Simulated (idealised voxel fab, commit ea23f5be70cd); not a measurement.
Process module in this document: voxel wiring stack
We display cut, a cross-section 195 nm in width whose square cells are each 5 nm.
A cross-section in this document is a grid of square cells, and it is written down as bands, the top band listed before the ones below it; a band is made up of one or more rows of cells.
Each band's line starts with the height of the band's top and of its bottom, in nm. Then come its materials from left to right, each with its width in nm. One material with "everywhere" fills the band from edge to edge. "blank" is empty space.
Heights are expressed relative to 0, this being the level below which the as-received wafer comprises one material exclusively. The lowest band is unbounded in the downward direction and is denoted as in "from 0 down".
You'd read "30 to 40" like this: the band's top row of cells is as wide as the first number, its bottom row is as wide as the second, and going down, every row changes width by the same amount as the row before did.
The cross-section has no changed cell in any step marked "same as before".
"Trapped cavities" means: voids of 8 cells or more that are shut off from the top with no open way through. Written width x height at distance, distance from the left edge, in nm.
It should be noted that, on the line of a given step, the content following the step's settings is a remark produced by the simulator itself with respect to that step.
When a step includes a mask, the "overlay nm" setting on its line states how far to the right of its planned place that mask lay, and negative values state how far to the left.

[The steps planned for the process are as follows]
step 1: op RECEIVE | material Si
step 2: op CONFORMAL_DEP | material SiO2 | thk nm 10
step 3: op CONFORMAL_DEP | material SiCN | thk nm 5
step 4: op DIRECTIONAL_DEP | material SiO2 | thk nm 15
step 5: op PATTERN | tone open | mask id METAL_1 | material resist | width nm 25 | pitch nm 55 | thk nm 15 | overlay nm 0
step 6: op DIRECTIONAL_ETCH | etch materials SiO2 | depth nm 15
step 7: op DIRECTIONAL_ETCH | etch materials SiCN | depth nm 5
step 8: op STRIP | etch materials resist
step 9: op CONFORMAL_DEP | material TiN | thk nm 5
step 10: op FILL_DEP | material W | thk nm 5
step 11: op CMP | height nm 30
step 12: op CONFORMAL_DEP | material SiCN | thk nm 5
step 13: op DIRECTIONAL_DEP | material lowk | thk nm 15
step 14: op PATTERN | tone open | mask id PLUG_1 | material resist | width nm 15 | pitch nm 55 | thk nm 15 | overlay nm 0
step 15: op DIRECTIONAL_ETCH | etch materials lowk | depth nm 15
step 16: op DIRECTIONAL_ETCH | etch materials SiCN | depth nm 5
step 17: op STRIP | etch materials resist
step 18: op CONFORMAL_DEP | material TiN | thk nm 5
step 19: op FILL_DEP | material Ru | thk nm 10
step 20: op CMP | height nm 50
step 21: op DIRECTIONAL_DEP | material TiN | thk nm 5
step 22: op DIRECTIONAL_DEP | material W | thk nm 15
step 23: op DIRECTIONAL_DEP | material aC | thk nm 10
step 24: op PATTERN | tone cover | mask id METAL_2 | material resist | width nm 25 | pitch nm 55 | thk nm 25 | overlay nm 0
step 25: op DIRECTIONAL_ETCH | etch materials aC | depth nm 10
step 26: op STRIP | etch materials resist
step 27: op DIRECTIONAL_ETCH | etch materials W | depth nm 15
step 28: op DIRECTIONAL_ETCH | etch materials TiN | depth nm 5
step 29: op STRIP | etch materials aC
step 30: op CONFORMAL_DEP | material SiN | thk nm 5
step 31: op FILL_DEP | material SiO2 | thk nm 5
step 32: op CMP | height nm 70
step 33: op CONFORMAL_DEP | material SiCN | thk nm 5
step 34: op DIRECTIONAL_DEP | material lowk | thk nm 25
step 35: op MASKED_ETCH | tone open | mask id METAL_3_HOLES | width nm 15 | etch materials lowk | depth nm 25 | overlay nm 0
step 36: op PATTERN | tone open | mask id METAL_3 | material resist | width nm 25 | pitch nm 55 | thk nm 20 | overlay nm 0
step 37: op DIRECTIONAL_ETCH | etch materials lowk | depth nm 15
step 38: op DIRECTIONAL_ETCH | etch materials SiCN | depth nm 5
step 39: op STRIP | etch materials resist
step 40: op CONFORMAL_DEP | material TiN | thk nm 5
step 41: op FILL_DEP | material Cu | thk nm 10
step 42: op CMP | height nm 100
step 43: op CONFORMAL_DEP | material SiCN | thk nm 5

[First wafer, two in total, run as planned]

[Shown in cross-section is the wafer as received, that is, as it stands after step 1]
	from 0 down  Si everywhere
	Trapped cavities: none

[Cross-section through the wafer, step 2 finished]
	from 10 to 0  SiO2 everywhere
	Below 0, no change.

[Cross-section through the wafer, step 3 finished]
	from 15 to 10  SiCN everywhere
	Below 10, no change.

[Cross-section through the wafer, step 4 finished]
	from 30 to 15  SiO2 everywhere
	Below 15, no change.

[Cross-section through the wafer, step 5 finished]
	from 45 to 30  resist 55  blank 25  resist 30  blank 25  resist 60
	Below 30, no change.

[Cross-section through the wafer, step 6 finished]
	from 45 to 30  resist 55  blank 25  resist 30  blank 25  resist 60
	from 30 to 15  SiO2 55  blank 25  SiO2 30  blank 25  SiO2 60
	Below 15, no change.

[Cross-section through the wafer, step 7 finished]
	from 45 to 30  resist 55  blank 25  resist 30  blank 25  resist 60
	from 30 to 15  SiO2 55  blank 25  SiO2 30  blank 25  SiO2 60
	from 15 to 10  SiCN 55  blank 25  SiCN 30  blank 25  SiCN 60
	Below 10, no change.

[Cross-section through the wafer, step 8 finished]
	from 30 to 15  SiO2 55  blank 25  SiO2 30  blank 25  SiO2 60
	Below 15, no change.

[Cross-section through the wafer, step 9 finished]
	from 35 to 30  TiN 60  blank 15  TiN 40  blank 15  TiN 65
	from 30 to 15  SiO2 55  TiN 5  blank 15  TiN 5  SiO2 30  TiN 5  blank 15  TiN 5  SiO2 60
	from 15 to 10  SiCN 55  TiN 25  SiCN 30  TiN 25  SiCN 60
	Below 10, no change.

[Cross-section through the wafer, step 10 finished]
	from 40 to 35  W everywhere
	from 35 to 30  TiN 60  W 15  TiN 40  W 15  TiN 65
	from 30 to 15  SiO2 55  TiN 5  W 15  TiN 5  SiO2 30  TiN 5  W 15  TiN 5  SiO2 60
	Below 15, no change.

[Cross-section through the wafer, step 11 finished]
	from 30 to 15  SiO2 55  TiN 5  W 15  TiN 5  SiO2 30  TiN 5  W 15  TiN 5  SiO2 60
	Below 15, no change.

[Cross-section through the wafer, step 12 finished]
	from 35 to 30  SiCN everywhere
	Below 30, no change.

[Cross-section through the wafer, step 13 finished]
	from 50 to 35  lowk everywhere
	Below 35, no change.

[Cross-section through the wafer, step 14 finished]
	from 65 to 50  resist 55  blank 15  resist 40  blank 15  resist 70
	Below 50, no change.

[Cross-section through the wafer, step 15 finished]
	from 65 to 50  resist 55  blank 15  resist 40  blank 15  resist 70
	from 50 to 35  lowk 55  blank 15  lowk 40  blank 15  lowk 70
	Below 35, no change.

[Cross-section through the wafer, step 16 finished]
	from 65 to 50  resist 55  blank 15  resist 40  blank 15  resist 70
	from 50 to 35  lowk 55  blank 15  lowk 40  blank 15  lowk 70
	from 35 to 30  SiCN 55  blank 15  SiCN 40  blank 15  SiCN 70
	Below 30, no change.

[Cross-section through the wafer, step 17 finished]
	from 50 to 35  lowk 55  blank 15  lowk 40  blank 15  lowk 70
	Below 35, no change.

[Cross-section through the wafer, step 18 finished]
	from 55 to 50  TiN 60  blank 5  TiN 50  blank 5  TiN 75
	from 50 to 35  lowk 55  TiN 5  blank 5  TiN 5  lowk 40  TiN 5  blank 5  TiN 5  lowk 70
	from 35 to 30  SiCN 55  TiN 15  SiCN 40  TiN 15  SiCN 70
	Below 30, no change.

[Cross-section through the wafer, step 19 finished]
	from 65 to 55  Ru everywhere
	from 55 to 50  TiN 60  Ru 5  TiN 50  Ru 5  TiN 75
	from 50 to 35  lowk 55  TiN 5  Ru 5  TiN 5  lowk 40  TiN 5  Ru 5  TiN 5  lowk 70
	Below 35, no change.

[Cross-section through the wafer, step 20 finished]
	from 50 to 35  lowk 55  TiN 5  Ru 5  TiN 5  lowk 40  TiN 5  Ru 5  TiN 5  lowk 70
	Below 35, no change.

[Cross-section through the wafer, step 21 finished]
	from 55 to 50  TiN everywhere
	Below 50, no change.

[Cross-section through the wafer, step 22 finished]
	from 70 to 55  W everywhere
	Below 55, no change.

[Cross-section through the wafer, step 23 finished]
	from 80 to 70  aC everywhere
	Below 70, no change.

[Cross-section through the wafer, step 24 finished]
	from 105 to 80  blank 55  resist 25  blank 30  resist 25  blank 60
	Below 80, no change.

[Cross-section through the wafer, step 25 finished]
	from 95 to 80  blank 55  resist 25  blank 30  resist 25  blank 60
	from 80 to 70  blank 55  aC 25  blank 30  aC 25  blank 60
	Below 70, no change.

[Cross-section through the wafer, step 26 finished]
	from 80 to 70  blank 55  aC 25  blank 30  aC 25  blank 60
	Below 70, no change.

[Cross-section through the wafer, step 27 finished]
	from 80 to 70  blank 55  aC 25  blank 30  aC 25  blank 60
	from 70 to 55  blank 55  W 25  blank 30  W 25  blank 60
	Below 55, no change.

[Cross-section through the wafer, step 28 finished]
	from 80 to 70  blank 55  aC 25  blank 30  aC 25  blank 60
	from 70 to 55  blank 55  W 25  blank 30  W 25  blank 60
	from 55 to 50  blank 55  TiN 25  blank 30  TiN 25  blank 60
	Below 50, no change.

[Cross-section through the wafer, step 29 finished]
	from 70 to 55  blank 55  W 25  blank 30  W 25  blank 60
	Below 55, no change.

[Cross-section through the wafer, step 30 finished]
	from 75 to 70  blank 50  SiN 35  blank 20  SiN 35  blank 55
	from 70 to 55  blank 50  SiN 5  W 25  SiN 5  blank 20  SiN 5  W 25  SiN 5  blank 55
	from 55 to 50  SiN 55  TiN 25  SiN 30  TiN 25  SiN 60
	Below 50, no change.

[Cross-section through the wafer, step 31 finished]
	from 80 to 75  SiO2 everywhere
	from 75 to 70  SiO2 50  SiN 35  SiO2 20  SiN 35  SiO2 55
	from 70 to 55  SiO2 50  SiN 5  W 25  SiN 5  SiO2 20  SiN 5  W 25  SiN 5  SiO2 55
	Below 55, no change.

[Cross-section through the wafer, step 32 finished]
	from 70 to 55  SiO2 50  SiN 5  W 25  SiN 5  SiO2 20  SiN 5  W 25  SiN 5  SiO2 55
	Below 55, no change.

[Cross-section through the wafer, step 33 finished]
	from 75 to 70  SiCN everywhere
	Below 70, no change.

[Cross-section through the wafer, step 34 finished]
	from 100 to 75  lowk everywhere
	Below 75, no change.

[Cross-section through the wafer, step 35 finished]
	from 100 to 75  lowk 55  blank 15  lowk 125
	Below 75, no change.

[Cross-section through the wafer, step 36 finished]
	from 120 to 100  resist 55  blank 25  resist 30  blank 25  resist 60
	Below 100, no change.

[Cross-section through the wafer, step 37 finished]
	from 120 to 100  resist 55  blank 25  resist 30  blank 25  resist 60
	from 100 to 85  lowk 55  blank 25  lowk 30  blank 25  lowk 60
	Below 85, no change.

[Cross-section through the wafer, step 38 finished]
	from 120 to 100  resist 55  blank 25  resist 30  blank 25  resist 60
	from 100 to 85  lowk 55  blank 25  lowk 30  blank 25  lowk 60
	from 85 to 75  lowk 55  blank 15  lowk 125
	from 75 to 70  SiCN 55  blank 15  SiCN 125
	Below 70, no change.

[Cross-section through the wafer, step 39 finished]
	from 100 to 85  lowk 55  blank 25  lowk 30  blank 25  lowk 60
	Below 85, no change.

[Cross-section through the wafer, step 40 finished]
	from 105 to 100  TiN 60  blank 15  TiN 40  blank 15  TiN 65
	from 100 to 90  lowk 55  TiN 5  blank 15  TiN 5  lowk 30  TiN 5  blank 15  TiN 5  lowk 60
	from 90 to 85  lowk 55  TiN 5  blank 5  TiN 15  lowk 30  TiN 25  lowk 60
	from 85 to 75  lowk 55  TiN 5  blank 5  TiN 5  lowk 125
	from 75 to 70  SiCN 55  TiN 15  SiCN 125
	Below 70, no change.

[Cross-section through the wafer, step 41 finished]
	from 115 to 105  Cu everywhere
	from 105 to 100  TiN 60  Cu 15  TiN 40  Cu 15  TiN 65
	from 100 to 90  lowk 55  TiN 5  Cu 15  TiN 5  lowk 30  TiN 5  Cu 15  TiN 5  lowk 60
	from 90 to 85  lowk 55  TiN 5  Cu 5  TiN 15  lowk 30  TiN 25  lowk 60
	from 85 to 75  lowk 55  TiN 5  Cu 5  TiN 5  lowk 125
	Below 75, no change.

[Cross-section through the wafer, step 42 finished]
	from 100 to 90  lowk 55  TiN 5  Cu 15  TiN 5  lowk 30  TiN 5  Cu 15  TiN 5  lowk 60
	Below 90, no change.

[Cross-section through the wafer, step 43 finished]
	from 105 to 100  SiCN everywhere
	Below 100, no change.

[Second wafer: same start and same plan as the first, one execution error; identical to the first through step 3]

[Second wafer: cross-section at the scheduled end of step 4]
	from 30 to 15  W everywhere
	Below 15, no change.

[Second wafer: cross-section at the scheduled end of step 5]
	from 45 to 30  resist 55  blank 25  resist 30  blank 25  resist 60
	Below 30, no change.

Second wafer: cross-section at the scheduled end of step 6: same as before

Second wafer: cross-section at the scheduled end of step 7: same as before

[Second wafer: cross-section at the scheduled end of step 8]
	from 30 to 15  W everywhere
	Below 15, no change.

[Second wafer: cross-section at the scheduled end of step 9]
	from 35 to 30  TiN everywhere
	Below 30, no change.

[Second wafer: cross-section at the scheduled end of step 10]
	from 40 to 35  W everywhere
	Below 35, no change.

[Second wafer: cross-section at the scheduled end of step 11]
	from 30 to 15  W everywhere
	Below 15, no change.

[Second wafer: cross-section at the scheduled end of step 12]
	from 35 to 30  SiCN everywhere
	Below 30, no change.

[Second wafer: cross-section at the scheduled end of step 13]
	from 50 to 35  lowk everywhere
	Below 35, no change.

[Second wafer: cross-section at the scheduled end of step 14]
	from 65 to 50  resist 55  blank 15  resist 40  blank 15  resist 70
	Below 50, no change.

[Second wafer: cross-section at the scheduled end of step 15]
	from 65 to 50  resist 55  blank 15  resist 40  blank 15  resist 70
	from 50 to 35  lowk 55  blank 15  lowk 40  blank 15  lowk 70
	Below 35, no change.

[Second wafer: cross-section at the scheduled end of step 16]
	from 65 to 50  resist 55  blank 15  resist 40  blank 15  resist 70
	from 50 to 35  lowk 55  blank 15  lowk 40  blank 15  lowk 70
	from 35 to 30  SiCN 55  blank 15  SiCN 40  blank 15  SiCN 70
	Below 30, no change.

[Second wafer: cross-section at the scheduled end of step 17]
	from 50 to 35  lowk 55  blank 15  lowk 40  blank 15  lowk 70
	Below 35, no change.

[Second wafer: cross-section at the scheduled end of step 18]
	from 55 to 50  TiN 60  blank 5  TiN 50  blank 5  TiN 75
	from 50 to 35  lowk 55  TiN 5  blank 5  TiN 5  lowk 40  TiN 5  blank 5  TiN 5  lowk 70
	from 35 to 30  SiCN 55  TiN 15  SiCN 40  TiN 15  SiCN 70
	Below 30, no change.

[Second wafer: cross-section at the scheduled end of step 19]
	from 65 to 55  Ru everywhere
	from 55 to 50  TiN 60  Ru 5  TiN 50  Ru 5  TiN 75
	from 50 to 35  lowk 55  TiN 5  Ru 5  TiN 5  lowk 40  TiN 5  Ru 5  TiN 5  lowk 70
	Below 35, no change.

[Second wafer: cross-section at the scheduled end of step 20]
	from 50 to 35  lowk 55  TiN 5  Ru 5  TiN 5  lowk 40  TiN 5  Ru 5  TiN 5  lowk 70
	Below 35, no change.

[Second wafer: cross-section at the scheduled end of step 21]
	from 55 to 50  TiN everywhere
	Below 50, no change.

[Second wafer: cross-section at the scheduled end of step 22]
	from 70 to 55  W everywhere
	Below 55, no change.

[Second wafer: cross-section at the scheduled end of step 23]
	from 80 to 70  aC everywhere
	Below 70, no change.

[Second wafer: cross-section at the scheduled end of step 24]
	from 105 to 80  blank 55  resist 25  blank 30  resist 25  blank 60
	Below 80, no change.

[Second wafer: cross-section at the scheduled end of step 25]
	from 95 to 80  blank 55  resist 25  blank 30  resist 25  blank 60
	from 80 to 70  blank 55  aC 25  blank 30  aC 25  blank 60
	Below 70, no change.

[Second wafer: cross-section at the scheduled end of step 26]
	from 80 to 70  blank 55  aC 25  blank 30  aC 25  blank 60
	Below 70, no change.

[Second wafer: cross-section at the scheduled end of step 27]
	from 80 to 70  blank 55  aC 25  blank 30  aC 25  blank 60
	from 70 to 55  blank 55  W 25  blank 30  W 25  blank 60
	Below 55, no change.

[Second wafer: cross-section at the scheduled end of step 28]
	from 80 to 70  blank 55  aC 25  blank 30  aC 25  blank 60
	from 70 to 55  blank 55  W 25  blank 30  W 25  blank 60
	from 55 to 50  blank 55  TiN 25  blank 30  TiN 25  blank 60
	Below 50, no change.

[Second wafer: cross-section at the scheduled end of step 29]
	from 70 to 55  blank 55  W 25  blank 30  W 25  blank 60
	Below 55, no change.

[Second wafer: cross-section at the scheduled end of step 30]
	from 75 to 70  blank 50  SiN 35  blank 20  SiN 35  blank 55
	from 70 to 55  blank 50  SiN 5  W 25  SiN 5  blank 20  SiN 5  W 25  SiN 5  blank 55
	from 55 to 50  SiN 55  TiN 25  SiN 30  TiN 25  SiN 60
	Below 50, no change.

[Second wafer: cross-section at the scheduled end of step 31]
	from 80 to 75  SiO2 everywhere
	from 75 to 70  SiO2 50  SiN 35  SiO2 20  SiN 35  SiO2 55
	from 70 to 55  SiO2 50  SiN 5  W 25  SiN 5  SiO2 20  SiN 5  W 25  SiN 5  SiO2 55
	Below 55, no change.

[Second wafer: cross-section at the scheduled end of step 32]
	from 70 to 55  SiO2 50  SiN 5  W 25  SiN 5  SiO2 20  SiN 5  W 25  SiN 5  SiO2 55
	Below 55, no change.

[Second wafer: cross-section at the scheduled end of step 33]
	from 75 to 70  SiCN everywhere
	Below 70, no change.

[Second wafer: cross-section at the scheduled end of step 34]
	from 100 to 75  lowk everywhere
	Below 75, no change.

[Second wafer: cross-section at the scheduled end of step 35]
	from 100 to 75  lowk 55  blank 15  lowk 125
	Below 75, no change.

[Second wafer: cross-section at the scheduled end of step 36]
	from 120 to 100  resist 55  blank 25  resist 30  blank 25  resist 60
	Below 100, no change.

[Second wafer: cross-section at the scheduled end of step 37]
	from 120 to 100  resist 55  blank 25  resist 30  blank 25  resist 60
	from 100 to 85  lowk 55  blank 25  lowk 30  blank 25  lowk 60
	Below 85, no change.

[Second wafer: cross-section at the scheduled end of step 38]
	from 120 to 100  resist 55  blank 25  resist 30  blank 25  resist 60
	from 100 to 85  lowk 55  blank 25  lowk 30  blank 25  lowk 60
	from 85 to 75  lowk 55  blank 15  lowk 125
	from 75 to 70  SiCN 55  blank 15  SiCN 125
	Below 70, no change.

[Second wafer: cross-section at the scheduled end of step 39]
	from 100 to 85  lowk 55  blank 25  lowk 30  blank 25  lowk 60
	Below 85, no change.

[Second wafer: cross-section at the scheduled end of step 40]
	from 105 to 100  TiN 60  blank 15  TiN 40  blank 15  TiN 65
	from 100 to 90  lowk 55  TiN 5  blank 15  TiN 5  lowk 30  TiN 5  blank 15  TiN 5  lowk 60
	from 90 to 85  lowk 55  TiN 5  blank 5  TiN 15  lowk 30  TiN 25  lowk 60
	from 85 to 75  lowk 55  TiN 5  blank 5  TiN 5  lowk 125
	from 75 to 70  SiCN 55  TiN 15  SiCN 125
	Below 70, no change.

[Second wafer: cross-section at the scheduled end of step 41]
	from 115 to 105  Cu everywhere
	from 105 to 100  TiN 60  Cu 15  TiN 40  Cu 15  TiN 65
	from 100 to 90  lowk 55  TiN 5  Cu 15  TiN 5  lowk 30  TiN 5  Cu 15  TiN 5  lowk 60
	from 90 to 85  lowk 55  TiN 5  Cu 5  TiN 15  lowk 30  TiN 25  lowk 60
	from 85 to 75  lowk 55  TiN 5  Cu 5  TiN 5  lowk 125
	Below 75, no change.

[Second wafer: cross-section at the scheduled end of step 42]
	from 100 to 90  lowk 55  TiN 5  Cu 15  TiN 5  lowk 30  TiN 5  Cu 15  TiN 5  lowk 60
	Below 90, no change.

[Second wafer: cross-section at the scheduled end of step 43]
	from 105 to 100  SiCN everywhere
	Below 100, no change.
It is concluded that the wafer was processed incorrectly with respect to the plan, in that note that step 4 departed from the planned setting and was carried out as op DIRECTIONAL_DEP | material W | thk nm 15
The final cell counts differ between the wafers, with the second having more or fewer of some materials than the first: 10 more of SiCN | 87 fewer of SiO2 | 22 fewer of TiN | 99 more of W
